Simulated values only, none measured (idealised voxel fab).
The process module presented herein is designated voxel quadruple lines.
Square cell edge 5 nm, section width 165 nm, ID cut.
If you're reading a cross-section in this doc, picture square cells in a grid; it comes to you as bands, top ones listed first down to the bottom, and a band can be one or more rows of cells. Basically the band line says how high the top is and how high the bottom is, in nm, and then what's in it from left to right, every material with its width in nm. Empty space shows up as "blank", and if a single material carries "everywhere" it runs the full band edge to edge. The level at which height equals 0 is the one under which the wafer, as it arrives, is entirely one material. No lower edge exists for the bottom band, which continues downward and is notated as in "z 0 and below". With a width like "30->40", each row of cells in the band differs from the next by the same amount, the top row carrying the first number and the bottom row the second. It should be understood that the words "no alteration", when stated for a given step, signify that the cross-section underwent no change in any of its cells during that step. The list in "Voids, sealed" covers empty spaces of 8 cells or more that cannot reach the top through any open way, and it gives each as width x height at distance; the distance is from the left edge, and width, height and distance are in nm. On a step's line, text after the settings is the simulator commenting on that step. Each step line may optionally specify "overlay nm", which for a step with a mask gives the rightward distance between the mask's planned place and where it lay, a negative value indicating the leftward direction.

The planned process steps are enumerated hereunder:
1: RECEIVE with material Si
2: CONFORMAL_DEP with material SiO2, thk nm 10
3: DIRECTIONAL_DEP with material TiN, thk nm 15
4: DIRECTIONAL_DEP with material polySi, thk nm 15
5: DIRECTIONAL_DEP with material aC, thk nm 20
6: PATTERN with tone cover, mask id MANDREL, material resist, width nm 25, thk nm 30, overlay nm 0
7: DIRECTIONAL_ETCH with etch materials aC, depth nm 20
8: STRIP with etch materials resist
9: CONFORMAL_DEP with material SiO2, thk nm 15
10: DIRECTIONAL_ETCH with etch materials SiO2, depth nm 15
11: STRIP with etch materials aC
12: DIRECTIONAL_ETCH with etch materials polySi, depth nm 15
13: STRIP with etch materials SiO2
14: CONFORMAL_DEP with material SiCN, thk nm 5
15: DIRECTIONAL_ETCH with etch materials SiCN, depth nm 5
16: STRIP with etch materials polySi
17: DIRECTIONAL_ETCH with etch materials TiN, depth nm 15
18: STRIP with etch materials SiCN

Step 1 complete: cross-section of the wafer as received:
> z 0 and below: Si everywhere
> Voids, sealed: none

a wafer at the end: this start, this plan, one mistake:
> z 25 to 10: polySi everywhere
> z 10 to 0: SiO2 everywhere
> z 0 and below: Si everywhere
> Voids, sealed: none
Plan not followed: plan vs actual: 3 and 4 interchanged
